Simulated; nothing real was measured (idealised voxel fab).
process module | voxel self aligned vias
cross-section cut | 280 nm wide | cells 5 nm
A cross-section is a grid of square cells, given in bands from the top down. A band is one or more rows of cells.
Each band's line starts with the height of the band's top and of its bottom, in nm. Then come its materials from left to right, each with its width in nm. One material with "throughout" fills the band from edge to edge. "air" is empty space.
Height 0 is the level under which the wafer as received is all one material. The lowest band goes on downwards, as in "0 down".
A width such as "30 to 40" changes by the same amount from each row of cells to the next, from the band's top row to its bottom row.
"no change" after a step means that no cell of the cross-section changed.
closed voids: empty space of 8 cells or more with no open way to the top, each as width x height at its distance from the left edge, in nm
after a step's settings: what the simulator itself notes on the step
overlay nm, on a step with a mask: how far to the right of its planned place the mask lay; to the left if negative
Each pair below shows a cross-section before one step and the cross-section after it, down to the lowest band that changed. The line under each pair gives the step between them, with its settings. The pairs can come from different runs of this module on the same starting wafer, so a pair continues from the pair above only where its "before" says so.
before
  0 down: Si throughout
  closed voids: none
after
  10 to 0: SiO2 throughout
  below 0: unchanged
  closed voids: none
the step between: op CONFORMAL_DEP | material SiO2 | thk nm 10
before: the cross-section after the pair above
after
  15 to 10: SiCN throughout
  below 10: unchanged
  closed voids: none
the step between: op CONFORMAL_DEP | material SiCN | thk nm 5
before: the cross-section after the pair above
after
  40 to 15: lowk throughout
  below 15: unchanged
  closed voids: none
the step between: op DIRECTIONAL_DEP | material lowk | thk nm 25
before: the cross-section after the pair above
after
  40 to 15: lowk 105 | air 20 | lowk 25 | air 20 | lowk 110
  below 15: unchanged
  closed voids: none
the step between: op MASKED_ETCH | tone open | mask id LINES | width nm 20 | pitch nm 45 | etch materials lowk | depth nm 25 | overlay nm 0
before: the cross-section after the pair above
after
  45 to 40: TiN 110 | air 10 | TiN 35 | air 10 | TiN 115
  40 to 20: lowk 105 | TiN 5 | air 10 | TiN 5 | lowk 25 | TiN 5 | air 10 | TiN 5 | lowk 110
  20 to 15: lowk 105 | TiN 20 | lowk 25 | TiN 20 | lowk 110
  below 15: unchanged
  closed voids: none
the step between: op CONFORMAL_DEP | material TiN | thk nm 5
before: the cross-section after the pair above
after
  55 to 45: W throughout
  45 to 40: TiN 110 | W 10 | TiN 35 | W 10 | TiN 115
  40 to 20: lowk 105 | TiN 5 | W 10 | TiN 5 | lowk 25 | TiN 5 | W 10 | TiN 5 | lowk 110
  below 20: unchanged
  closed voids: none
the step between: op FILL_DEP | material W | thk nm 10
before: the cross-section after the pair above
after
  40 to 20: lowk 105 | TiN 5 | W 10 | TiN 5 | lowk 25 | TiN 5 | W 10 | TiN 5 | lowk 110
  below 20: unchanged
  closed voids: none
the step between: op CMP | height nm 40
before: the cross-section after the pair above
after
  40 to 35: lowk 105 | air 20 | lowk 25 | air 20 | lowk 110
  below 35: unchanged
  closed voids: none
the step between: op SELECTIVE_ETCH | etch materials W Ru TiN | depth nm 5
before: the cross-section after the pair above
after
  45 to 40: SiN throughout
  40 to 35: lowk 105 | SiN 20 | lowk 25 | SiN 20 | lowk 110
  below 35: unchanged
  closed voids: none
the step between: op FILL_DEP | material SiN | thk nm 5
before: the cross-section after the pair above
after
  40 to 35: lowk 105 | SiN 20 | lowk 25 | SiN 20 | lowk 110
  below 35: unchanged
  closed voids: none
the step between: op CMP | height nm 40
before: the cross-section after the pair above
after
  55 to 40: lowk throughout
  below 40: unchanged
  closed voids: none
the step between: op DIRECTIONAL_DEP | material lowk | thk nm 15
before: the cross-section after the pair above
after
  75 to 55: resist 100 | air 30 | resist 150
  below 55: unchanged
  closed voids: none
the step between: op PATTERN | tone open | mask id VIAS | material resist | width nm 30 | thk nm 20 | overlay nm 0
before: the cross-section after the pair above
after
  75 to 55: resist 100 | air 30 | resist 150
  55 to 40: lowk 100 | air 30 | lowk 150
  below 40: unchanged
  closed voids: none
the step between: op DIRECTIONAL_ETCH | etch materials lowk | depth nm 15
before: the cross-section after the pair above
after
  75 to 55: resist 100 | air 30 | resist 150
  55 to 40: lowk 100 | air 30 | lowk 150
  40 to 35: lowk 105 | air 20 | lowk 25 | SiN 20 | lowk 110
  below 35: unchanged
  closed voids: none
the step between: op DIRECTIONAL_ETCH | etch materials SiN | depth nm 5
before: the cross-section after the pair above
after
  55 to 40: lowk 100 | air 30 | lowk 150
  below 40: unchanged
  closed voids: none
the step between: op STRIP | etch materials resist
before: the cross-section after the pair above
after
  60 to 55: TiN 105 | air 20 | TiN 155
  55 to 45: lowk 100 | TiN 5 | air 20 | TiN 5 | lowk 150
  45 to 40: lowk 100 | TiN 10 | air 10 | TiN 10 | lowk 150
  40 to 35: lowk 105 | TiN 20 | lowk 25 | SiN 20 | lowk 110
  below 35: unchanged
  closed voids: none
the step between: op CONFORMAL_DEP | material TiN | thk nm 5
before: the cross-section after the pair above
after
  70 to 60: Ru throughout
  60 to 55: TiN 105 | Ru 20 | TiN 155
  55 to 45: lowk 100 | TiN 5 | Ru 20 | TiN 5 | lowk 150
  45 to 40: lowk 100 | TiN 10 | Ru 10 | TiN 10 | lowk 150
  below 40: unchanged
  closed voids: none
the step between: op FILL_DEP | material Ru | thk nm 10
before: the cross-section after the pair above
after
  55 to 45: lowk 100 | TiN 5 | Ru 20 | TiN 5 | lowk 150
  below 45: unchanged
  closed voids: none
the step between: op CMP | height nm 55
before: the cross-section after the pair above
after
  60 to 55: SiCN throughout
  below 55: unchanged
  closed voids: none
the step between: op CONFORMAL_DEP | material SiCN | thk nm 5
before
  55 to 40: lowk throughout
  40 to 35: lowk 105 | SiN 20 | lowk 25 | SiN 20 | lowk 110
  35 to 20: lowk 105 | TiN 5 | W 10 | TiN 5 | lowk 25 | TiN 5 | W 10 | TiN 5 | lowk 110
  20 to 15: lowk 105 | TiN 20 | lowk 25 | TiN 20 | lowk 110
  15 to 10: SiCN throughout
  10 to 0: SiO2 throughout
  0 down: Si throughout
  closed voids: none
after
  40 to 35: lowk 105 | SiN 20 | lowk 25 | SiN 20 | lowk 110
  below 35: unchanged
  closed voids: none
the step between: op DIRECTIONAL_ETCH | etch materials lowk | depth nm 15
before: the cross-section after the pair above
after
  40 to 35: lowk 105 | air 20 | lowk 25 | air 20 | lowk 110
  below 35: unchanged
  closed voids: none
the step between: op DIRECTIONAL_ETCH | etch materials SiN | depth nm 5
before: the cross-section after the pair above
after
  45 to 40: TiN 110 | air 10 | TiN 35 | air 10 | TiN 115
  40 to 35: lowk 105 | TiN 20 | lowk 25 | TiN 20 | lowk 110
  below 35: unchanged
  closed voids: none
the step between: op CONFORMAL_DEP | material TiN | thk nm 5
before: the cross-section after the pair above
after
  55 to 45: Ru throughout
  45 to 40: TiN 110 | Ru 10 | TiN 35 | Ru 10 | TiN 115
  below 40: unchanged
  closed voids: none
the step between: op FILL_DEP | material Ru | thk nm 10
before: the cross-section after the pair above
after
  60 to 55: SiCN throughout
  below 55: unchanged
  closed voids: none
the step between: op CONFORMAL_DEP | material SiCN | thk nm 5
before
  75 to 55: resist 100 | air 30 | resist 150
  55 to 40: lowk 100 | air 30 | lowk 150
  40 to 35: lowk 105 | SiN 20 | lowk 25 | SiN 20 | lowk 110
  35 to 20: lowk 105 | TiN 5 | W 10 | TiN 5 | lowk 25 | TiN 5 | W 10 | TiN 5 | lowk 110
  20 to 15: lowk 105 | TiN 20 | lowk 25 | TiN 20 | lowk 110
  15 to 10: SiCN throughout
  10 to 0: SiO2 throughout
  0 down: Si throughout
  closed voids: none
after
  75 to 55: resist 100 | air 30 | resist 150
  55 to 40: lowk 100 | air 30 | lowk 150
  40 to 35: lowk 100 | air 5 | SiN 20 | air 5 | lowk 20 | SiN 20 | lowk 110
  35 to 25: lowk 100 | air 5 | TiN 5 | W 10 | TiN 5 | air 5 | lowk 20 | TiN 5 | W 10 | TiN 5 | lowk 110
  below 25: unchanged
  closed voids: none
the step between: op DIRECTIONAL_ETCH | etch materials lowk | depth nm 15
before: the cross-section after the pair above
after
  75 to 55: resist 100 | air 30 | resist 150
  55 to 40: lowk 100 | air 30 | lowk 150
  40 to 35: lowk 100 | air 30 | lowk 20 | SiN 20 | lowk 110
  below 35: unchanged
  closed voids: none
the step between: op DIRECTIONAL_ETCH | etch materials SiN | depth nm 5
before: the cross-section after the pair above
after
  55 to 40: lowk 100 | air 30 | lowk 150
  below 40: unchanged
  closed voids: none
the step between: op STRIP | etch materials resist
before: the cross-section after the pair above
after
  60 to 55: TiN 105 | air 20 | TiN 155
  55 to 40: lowk 100 | TiN 5 | air 20 | TiN 5 | lowk 150
  40 to 35: lowk 100 | TiN 30 | lowk 20 | SiN 20 | lowk 110
  35 to 25: lowk 100 | TiN 10 | W 10 | TiN 10 | lowk 20 | TiN 5 | W 10 | TiN 5 | lowk 110
  below 25: unchanged
  closed voids: none
the step between: op CONFORMAL_DEP | material TiN | thk nm 5
before: the cross-section after the pair above
after
  70 to 60: Ru throughout
  60 to 55: TiN 105 | Ru 20 | TiN 155
  55 to 40: lowk 100 | TiN 5 | Ru 20 | TiN 5 | lowk 150
  below 40: unchanged
  closed voids: none
the step between: op FILL_DEP | material Ru | thk nm 10
before: the cross-section after the pair above
after
  55 to 40: lowk 100 | TiN 5 | Ru 20 | TiN 5 | lowk 150
  below 40: unchanged
  closed voids: none
the step between: op CMP | height nm 55
before: the cross-section after the pair above
after
  60 to 55: SiCN throughout
  below 55: unchanged
  closed voids: none
the step between: op CONFORMAL_DEP | material SiCN | thk nm 5
before
  10 to 0: SiO2 throughout
  0 down: Si throughout
  closed voids: none
after
  35 to 10: lowk throughout
  below 10: unchanged
  closed voids: none
the step between: op DIRECTIONAL_DEP | material lowk | thk nm 25
before: the cross-section after the pair above
after
  40 to 35: SiCN throughout
  below 35: unchanged
  closed voids: none
the step between: op CONFORMAL_DEP | material SiCN | thk nm 5
before: the cross-section after the pair above
after
  45 to 40: TiN throughout
  below 40: unchanged
  closed voids: none
the step between: op CONFORMAL_DEP | material TiN | thk nm 5
before: the cross-section after the pair above
after
  55 to 45: W throughout
  below 45: unchanged
  closed voids: none
the step between: op FILL_DEP | material W | thk nm 10
before: the cross-section after the pair above
after
  40 to 35: SiCN throughout
  below 35: unchanged
  closed voids: none
the step between: op CMP | height nm 40
before: the cross-section after the pair above
after
  45 to 40: SiN throughout
  below 40: unchanged
  closed voids: none
the step between: op FILL_DEP | material SiN | thk nm 5
before: the cross-section after the pair above
after
  40 to 35: SiCN throughout
  below 35: unchanged
  closed voids: none
the step between: op CMP | height nm 40
before: the cross-section after the pair above
after
  55 to 40: lowk throughout
  below 40: unchanged
  closed voids: none
the step between: op DIRECTIONAL_DEP | material lowk | thk nm 15
before: the cross-section after the pair above
after
  75 to 55: resist 100 | air 30 | resist 150
  below 55: unchanged
  closed voids: none
the step between: op PATTERN | tone open | mask id VIAS | material resist | width nm 30 | thk nm 20 | overlay nm 0
before: the cross-section after the pair above
after
  75 to 55: resist 100 | air 30 | resist 150
  55 to 40: lowk 100 | air 30 | lowk 150
  below 40: unchanged
  closed voids: none
the step between: op DIRECTIONAL_ETCH | etch materials lowk | depth nm 15
before: the cross-section after the pair above
after
  55 to 40: lowk 100 | air 30 | lowk 150
  below 40: unchanged
  closed voids: none
the step between: op STRIP | etch materials resist
before: the cross-section after the pair above
after
  60 to 55: TiN 105 | air 20 | TiN 155
  55 to 45: lowk 100 | TiN 5 | air 20 | TiN 5 | lowk 150
  45 to 40: lowk 100 | TiN 30 | lowk 150
  below 40: unchanged
  closed voids: none
the step between: op CONFORMAL_DEP | material TiN | thk nm 5
before: the cross-section after the pair above
after
  70 to 60: Ru throughout
  60 to 55: TiN 105 | Ru 20 | TiN 155
  55 to 45: lowk 100 | TiN 5 | Ru 20 | TiN 5 | lowk 150
  below 45: unchanged
  closed voids: none
the step between: op FILL_DEP | material Ru | thk nm 10
before: the cross-section after the pair above
after
  55 to 45: lowk 100 | TiN 5 | Ru 20 | TiN 5 | lowk 150
  below 45: unchanged
  closed voids: none
the step between: op CMP | height nm 55
before: the cross-section after the pair above
after
  60 to 55: SiCN throughout
  below 55: unchanged
  closed voids: none
the step between: op CONFORMAL_DEP | material SiCN | thk nm 5
before
  75 to 55: resist 100 | air 30 | resist 150
  55 to 40: lowk throughout
  40 to 35: lowk 105 | SiN 20 | lowk 25 | SiN 20 | lowk 110
  35 to 20: lowk 105 | TiN 5 | W 10 | TiN 5 | lowk 25 | TiN 5 | W 10 | TiN 5 | lowk 110
  20 to 15: lowk 105 | TiN 20 | lowk 25 | TiN 20 | lowk 110
  15 to 10: SiCN throughout
  10 to 0: SiO2 throughout
  0 down: Si throughout
  closed voids: none
after
  75 to 55: resist 100 | air 30 | resist 150
  55 to 40: lowk 100 | air 30 | lowk 150
  40 to 35: lowk 100 | air 5 | SiN 20 | air 5 | lowk 20 | SiN 20 | lowk 110
  below 35: unchanged
  closed voids: none
the step between: op DIRECTIONAL_ETCH | etch materials lowk | depth nm 20
before: the cross-section after the pair above
after
  75 to 55: resist 100 | air 30 | resist 150
  55 to 40: lowk 100 | air 30 | lowk 150
  40 to 35: lowk 100 | air 30 | lowk 20 | SiN 20 | lowk 110
  below 35: unchanged
  closed voids: none
the step between: op DIRECTIONAL_ETCH | etch materials SiN | depth nm 5
before: the cross-section after the pair above
after
  55 to 40: lowk 100 | air 30 | lowk 150
  below 40: unchanged
  closed voids: none
the step between: op STRIP | etch materials resist
before: the cross-section after the pair above
after
  60 to 55: TiN 105 | air 20 | TiN 155
  55 to 40: lowk 100 | TiN 5 | air 20 | TiN 5 | lowk 150
  40 to 35: lowk 100 | TiN 30 | lowk 20 | SiN 20 | lowk 110
  below 35: unchanged
  closed voids: none
the step between: op CONFORMAL_DEP | material TiN | thk nm 5
before: the cross-section after the pair above
after
  70 to 60: Ru throughout
  60 to 55: TiN 105 | Ru 20 | TiN 155
  55 to 40: lowk 100 | TiN 5 | Ru 20 | TiN 5 | lowk 150
  below 40: unchanged
  closed voids: none
the step between: op FILL_DEP | material Ru | thk nm 10
before: the cross-section after the pair above
after
  55 to 40: lowk 100 | TiN 5 | Ru 20 | TiN 5 | lowk 150
  below 40: unchanged
  closed voids: none
the step between: op CMP | height nm 55
before: the cross-section after the pair above
after
  60 to 55: SiCN throughout
  below 55: unchanged
  closed voids: none
the step between: op CONFORMAL_DEP | material SiCN | thk nm 5
before
  40 to 15: lowk throughout
  15 to 10: SiCN throughout
  10 to 0: SiO2 throughout
  0 down: Si throughout
  closed voids: none
after
  40 to 15: lowk 105 | air 25 | lowk 20 | air 25 | lowk 105
  below 15: unchanged
  closed voids: none
the step between: op MASKED_ETCH | tone open | mask id LINES | width nm 25 | pitch nm 45 | etch materials lowk | depth nm 25 | overlay nm 0
before: the cross-section after the pair above
after
  45 to 40: TiN 110 | air 15 | TiN 30 | air 15 | TiN 110
  40 to 20: lowk 105 | TiN 5 | air 15 | TiN 5 | lowk 20 | TiN 5 | air 15 | TiN 5 | lowk 105
  20 to 15: lowk 105 | TiN 25 | lowk 20 | TiN 25 | lowk 105
  below 15: unchanged
  closed voids: none
the step between: op CONFORMAL_DEP | material TiN | thk nm 5
before: the cross-section after the pair above
after
  55 to 45: W throughout
  45 to 40: TiN 110 | W 15 | TiN 30 | W 15 | TiN 110
  40 to 20: lowk 105 | TiN 5 | W 15 | TiN 5 | lowk 20 | TiN 5 | W 15 | TiN 5 | lowk 105
  below 20: unchanged
  closed voids: none
the step between: op FILL_DEP | material W | thk nm 10
before: the cross-section after the pair above
after
  40 to 20: lowk 105 | TiN 5 | W 15 | TiN 5 | lowk 20 | TiN 5 | W 15 | TiN 5 | lowk 105
  below 20: unchanged
  closed voids: none
the step between: op CMP | height nm 40
before: the cross-section after the pair above
after
  40 to 35: lowk 105 | air 25 | lowk 20 | air 25 | lowk 105
  below 35: unchanged
  closed voids: none
the step between: op SELECTIVE_ETCH | etch materials W Ru TiN | depth nm 5
before: the cross-section after the pair above
after
  45 to 40: SiN throughout
  40 to 35: lowk 105 | SiN 25 | lowk 20 | SiN 25 | lowk 105
  below 35: unchanged
  closed voids: none
the step between: op FILL_DEP | material SiN | thk nm 5
before: the cross-section after the pair above
after
  40 to 35: lowk 105 | SiN 25 | lowk 20 | SiN 25 | lowk 105
  below 35: unchanged
  closed voids: none
the step between: op CMP | height nm 40
before: the cross-section after the pair above
after
  55 to 40: lowk throughout
  below 40: unchanged
  closed voids: none
the step between: op DIRECTIONAL_DEP | material lowk | thk nm 15
before: the cross-section after the pair above
after
  75 to 55: resist 100 | air 30 | resist 150
  below 55: unchanged
  closed voids: none
the step between: op PATTERN | tone open | mask id VIAS | material resist | width nm 30 | thk nm 20 | overlay nm 0
before: the cross-section after the pair above
after
  75 to 55: resist 100 | air 30 | resist 150
  55 to 40: lowk 100 | air 30 | lowk 150
  below 40: unchanged
  closed voids: none
the step between: op DIRECTIONAL_ETCH | etch materials lowk | depth nm 15
before: the cross-section after the pair above
after
  75 to 55: resist 100 | air 30 | resist 150
  55 to 40: lowk 100 | air 30 | lowk 150
  40 to 35: lowk 105 | air 25 | lowk 20 | SiN 25 | lowk 105
  below 35: unchanged
  closed voids: none
the step between: op DIRECTIONAL_ETCH | etch materials SiN | depth nm 5
before: the cross-section after the pair above
after
  55 to 40: lowk 100 | air 30 | lowk 150
  below 40: unchanged
  closed voids: none
the step between: op STRIP | etch materials resist
before: the cross-section after the pair above
after
  60 to 55: TiN 105 | air 20 | TiN 155
  55 to 45: lowk 100 | TiN 5 | air 20 | TiN 5 | lowk 150
  45 to 40: lowk 100 | TiN 10 | air 15 | TiN 5 | lowk 150
  40 to 35: lowk 105 | TiN 25 | lowk 20 | SiN 25 | lowk 105
  below 35: unchanged
  closed voids: none
the step between: op CONFORMAL_DEP | material TiN | thk nm 5
before: the cross-section after the pair above
after
  70 to 60: Ru throughout
  60 to 55: TiN 105 | Ru 20 | TiN 155
  55 to 45: lowk 100 | TiN 5 | Ru 20 | TiN 5 | lowk 150
  45 to 40: lowk 100 | TiN 10 | Ru 15 | TiN 5 | lowk 150
  below 40: unchanged
  closed voids: none
the step between: op FILL_DEP | material Ru | thk nm 10
before: the cross-section after the pair above
after
  55 to 45: lowk 100 | TiN 5 | Ru 20 | TiN 5 | lowk 150
  below 45: unchanged
  closed voids: none
the step between: op CMP | height nm 55
before: the cross-section after the pair above
after
  60 to 55: SiCN throughout
  below 55: unchanged
  closed voids: none
the step between: op CONFORMAL_DEP | material SiCN | thk nm 5
before
  40 to 15: lowk throughout
  15 to 10: SiCN throughout
  10 to 0: SiO2 throughout
  0 down: Si throughout
  closed voids: none
after
  40 to 15: lowk 115 | air 20 | lowk 25 | air 20 | lowk 100
  below 15: unchanged
  closed voids: none
the step between: op MASKED_ETCH | tone open | mask id LINES | width nm 20 | pitch nm 45 | etch materials lowk | depth nm 25 | overlay nm 10
before: the cross-section after the pair above
after
  45 to 40: TiN 120 | air 10 | TiN 35 | air 10 | TiN 105
  40 to 20: lowk 115 | TiN 5 | air 10 | TiN 5 | lowk 25 | TiN 5 | air 10 | TiN 5 | lowk 100
  20 to 15: lowk 115 | TiN 20 | lowk 25 | TiN 20 | lowk 100
  below 15: unchanged
  closed voids: none
the step between: op CONFORMAL_DEP | material TiN | thk nm 5
before: the cross-section after the pair above
after
  55 to 45: W throughout
  45 to 40: TiN 120 | W 10 | TiN 35 | W 10 | TiN 105
  40 to 20: lowk 115 | TiN 5 | W 10 | TiN 5 | lowk 25 | TiN 5 | W 10 | TiN 5 | lowk 100
  below 20: unchanged
  closed voids: none
the step between: op FILL_DEP | material W | thk nm 10
before: the cross-section after the pair above
after
  40 to 20: lowk 115 | TiN 5 | W 10 | TiN 5 | lowk 25 | TiN 5 | W 10 | TiN 5 | lowk 100
  below 20: unchanged
  closed voids: none
the step between: op CMP | height nm 40
before: the cross-section after the pair above
after
  40 to 35: lowk 115 | air 20 | lowk 25 | air 20 | lowk 100
  below 35: unchanged
  closed voids: none
the step between: op SELECTIVE_ETCH | etch materials W Ru TiN | depth nm 5
before: the cross-section after the pair above
after
  45 to 40: SiN throughout
  40 to 35: lowk 115 | SiN 20 | lowk 25 | SiN 20 | lowk 100
  below 35: unchanged
  closed voids: none
the step between: op FILL_DEP | material SiN | thk nm 5
before: the cross-section after the pair above
after
  40 to 35: lowk 115 | SiN 20 | lowk 25 | SiN 20 | lowk 100
  below 35: unchanged
  closed voids: none
the step between: op CMP | height nm 40
before: the cross-section after the pair above
after
  55 to 40: lowk throughout
  below 40: unchanged
  closed voids: none
the step between: op DIRECTIONAL_DEP | material lowk | thk nm 15
before: the cross-section after the pair above
after
  75 to 55: resist 100 | air 30 | resist 150
  below 55: unchanged
  closed voids: none
the step between: op PATTERN | tone open | mask id VIAS | material resist | width nm 30 | thk nm 20 | overlay nm 0
before: the cross-section after the pair above
after
  75 to 55: resist 100 | air 30 | resist 150
  55 to 40: lowk 100 | air 30 | lowk 150
  below 40: unchanged
  closed voids: none
the step between: op DIRECTIONAL_ETCH | etch materials lowk | depth nm 15
before: the cross-section after the pair above
after
  75 to 55: resist 100 | air 30 | resist 150
  55 to 40: lowk 100 | air 30 | lowk 150
  40 to 35: lowk 115 | air 15 | SiN 5 | lowk 25 | SiN 20 | lowk 100
  below 35: unchanged
  closed voids: none
the step between: op DIRECTIONAL_ETCH | etch materials SiN | depth nm 5
before: the cross-section after the pair above
after
  55 to 40: lowk 100 | air 30 | lowk 150
  below 40: unchanged
  closed voids: none
the step between: op STRIP | etch materials resist
before: the cross-section after the pair above
after
  60 to 55: TiN 105 | air 20 | TiN 155
  55 to 45: lowk 100 | TiN 5 | air 20 | TiN 5 | lowk 150
  45 to 40: lowk 100 | TiN 20 | air 5 | TiN 5 | lowk 150
  40 to 35: lowk 115 | TiN 15 | SiN 5 | lowk 25 | SiN 20 | lowk 100
  below 35: unchanged
  closed voids: none
the step between: op CONFORMAL_DEP | material TiN | thk nm 5
before: the cross-section after the pair above
after
  70 to 60: Ru throughout
  60 to 55: TiN 105 | Ru 20 | TiN 155
  55 to 45: lowk 100 | TiN 5 | Ru 20 | TiN 5 | lowk 150
  45 to 40: lowk 100 | TiN 20 | Ru 5 | TiN 5 | lowk 150
  below 40: unchanged
  closed voids: none
the step between: op FILL_DEP | material Ru | thk nm 10
before: the cross-section after the pair above
after
  55 to 45: lowk 100 | TiN 5 | Ru 20 | TiN 5 | lowk 150
  below 45: unchanged
  closed voids: none
the step between: op CMP | height nm 55
before: the cross-section after the pair above
after
  60 to 55: SiCN throughout
  below 55: unchanged
  closed voids: none
the step between: op CONFORMAL_DEP | material SiCN | thk nm 5
before
  40 to 35: lowk 105 | SiN 20 | lowk 25 | SiN 20 | lowk 110
  35 to 20: lowk 105 | TiN 5 | W 10 | TiN 5 | lowk 25 | TiN 5 | W 10 | TiN 5 | lowk 110
  20 to 15: lowk 105 | TiN 20 | lowk 25 | TiN 20 | lowk 110
  15 to 10: SiCN throughout
  10 to 0: SiO2 throughout
  0 down: Si throughout
  closed voids: none
after
  55 to 40: SiN throughout
  below 40: unchanged
  closed voids: none
the step between: op DIRECTIONAL_DEP | material SiN | thk nm 15
before: the cross-section after the pair above
after
  75 to 55: resist 100 | air 30 | resist 150
  below 55: unchanged
  closed voids: none
the step between: op PATTERN | tone open | mask id VIAS | material resist | width nm 30 | thk nm 20 | overlay nm 0
before: the cross-section after the pair above
after
  75 to 55: resist 100 | air 30 | resist 150
  55 to 50: SiN 100 | air 30 | SiN 150
  below 50: unchanged
  closed voids: none
the step between: op DIRECTIONAL_ETCH | etch materials SiN | depth nm 5
before: the cross-section after the pair above
after
  55 to 50: SiN 100 | air 30 | SiN 150
  below 50: unchanged
  closed voids: none
the step between: op STRIP | etch materials resist
before: the cross-section after the pair above
after
  60 to 55: TiN 105 | air 20 | TiN 155
  55 to 50: SiN 100 | TiN 30 | SiN 150
  below 50: unchanged
  closed voids: none
the step between: op CONFORMAL_DEP | material TiN | thk nm 5
before: the cross-section after the pair above
after
  70 to 60: Ru throughout
  60 to 55: TiN 105 | Ru 20 | TiN 155
  below 55: unchanged
  closed voids: none
the step between: op FILL_DEP | material Ru | thk nm 10
before: the cross-section after the pair above
after
  55 to 50: SiN 100 | TiN 30 | SiN 150
  below 50: unchanged
  closed voids: none
the step between: op CMP | height nm 55
before: the cross-section after the pair above
after
  60 to 55: SiCN throughout
  below 55: unchanged
  closed voids: none
the step between: op CONFORMAL_DEP | material SiCN | thk nm 5
before
  40 to 15: lowk throughout
  15 to 10: SiCN throughout
  10 to 0: SiO2 throughout
  0 down: Si throughout
  closed voids: none
after
  40 to 15: air 105 | lowk 20 | air 25 | lowk 20 | air 110
  below 15: unchanged
  closed voids: none
the step between: op MASKED_ETCH | tone cover | mask id LINES | width nm 20 | pitch nm 45 | etch materials lowk | depth nm 25 | overlay nm 0
before: the cross-section after the pair above
after
  45 to 40: air 100 | TiN 30 | air 15 | TiN 30 | air 105
  40 to 20: air 100 | TiN 5 | lowk 20 | TiN 5 | air 15 | TiN 5 | lowk 20 | TiN 5 | air 105
  20 to 15: TiN 105 | lowk 20 | TiN 25 | lowk 20 | TiN 110
  below 15: unchanged
  closed voids: none
the step between: op CONFORMAL_DEP | material TiN | thk nm 5
before: the cross-section after the pair above
after
  55 to 45: W throughout
  45 to 40: W 100 | TiN 30 | W 15 | TiN 30 | W 105
  40 to 20: W 100 | TiN 5 | lowk 20 | TiN 5 | W 15 | TiN 5 | lowk 20 | TiN 5 | W 105
  below 20: unchanged
  closed voids: none
the step between: op FILL_DEP | material W | thk nm 10
before: the cross-section after the pair above
after
  40 to 20: W 100 | TiN 5 | lowk 20 | TiN 5 | W 15 | TiN 5 | lowk 20 | TiN 5 | W 105
  below 20: unchanged
  closed voids: none
the step between: op CMP | height nm 40
before: the cross-section after the pair above
after
  40 to 35: air 105 | lowk 20 | air 25 | lowk 20 | air 110
  below 35: unchanged
  closed voids: none
the step between: op SELECTIVE_ETCH | etch materials W Ru TiN | depth nm 5
before: the cross-section after the pair above
after
  45 to 40: SiN throughout
  40 to 35: SiN 105 | lowk 20 | SiN 25 | lowk 20 | SiN 110
  below 35: unchanged
  closed voids: none
the step between: op FILL_DEP | material SiN | thk nm 5
before: the cross-section after the pair above
after
  40 to 35: SiN 105 | lowk 20 | SiN 25 | lowk 20 | SiN 110
  below 35: unchanged
  closed voids: none
the step between: op CMP | height nm 40
before: the cross-section after the pair above
after
  55 to 40: lowk throughout
  below 40: unchanged
  closed voids: none
the step between: op DIRECTIONAL_DEP | material lowk | thk nm 15
before: the cross-section after the pair above
after
  75 to 55: resist 100 | air 30 | resist 150
  below 55: unchanged
  closed voids: none
the step between: op PATTERN | tone open | mask id VIAS | material resist | width nm 30 | thk nm 20 | overlay nm 0
before: the cross-section after the pair above
after
  75 to 55: resist 100 | air 30 | resist 150
  55 to 40: lowk 100 | air 30 | lowk 150
  below 40: unchanged
  closed voids: none
the step between: op DIRECTIONAL_ETCH | etch materials lowk | depth nm 15
before: the cross-section after the pair above
after
  75 to 55: resist 100 | air 30 | resist 150
  55 to 40: lowk 100 | air 30 | lowk 150
  40 to 35: SiN 100 | air 5 | lowk 20 | air 5 | SiN 20 | lowk 20 | SiN 110
  below 35: unchanged
  closed voids: none
the step between: op DIRECTIONAL_ETCH | etch materials SiN | depth nm 5
before: the cross-section after the pair above
after
  55 to 40: lowk 100 | air 30 | lowk 150
  below 40: unchanged
  closed voids: none
the step between: op STRIP | etch materials resist
before: the cross-section after the pair above
after
  60 to 55: TiN 105 | air 20 | TiN 155
  55 to 45: lowk 100 | TiN 5 | air 20 | TiN 5 | lowk 150
  45 to 40: lowk 100 | TiN 30 | lowk 150
  40 to 35: SiN 100 | TiN 5 | lowk 20 | TiN 5 | SiN 20 | lowk 20 | SiN 110
  below 35: unchanged
  closed voids: none
the step between: op CONFORMAL_DEP | material TiN | thk nm 5
before: the cross-section after the pair above
after
  70 to 60: Ru throughout
  60 to 55: TiN 105 | Ru 20 | TiN 155
  55 to 45: lowk 100 | TiN 5 | Ru 20 | TiN 5 | lowk 150
  below 45: unchanged
  closed voids: none
the step between: op FILL_DEP | material Ru | thk nm 10
before: the cross-section after the pair above
after
  55 to 45: lowk 100 | TiN 5 | Ru 20 | TiN 5 | lowk 150
  below 45: unchanged
  closed voids: none
the step between: op CMP | height nm 55
before: the cross-section after the pair above
after
  60 to 55: SiCN throughout
  below 55: unchanged
  closed voids: none
the step between: op CONFORMAL_DEP | material SiCN | thk nm 5
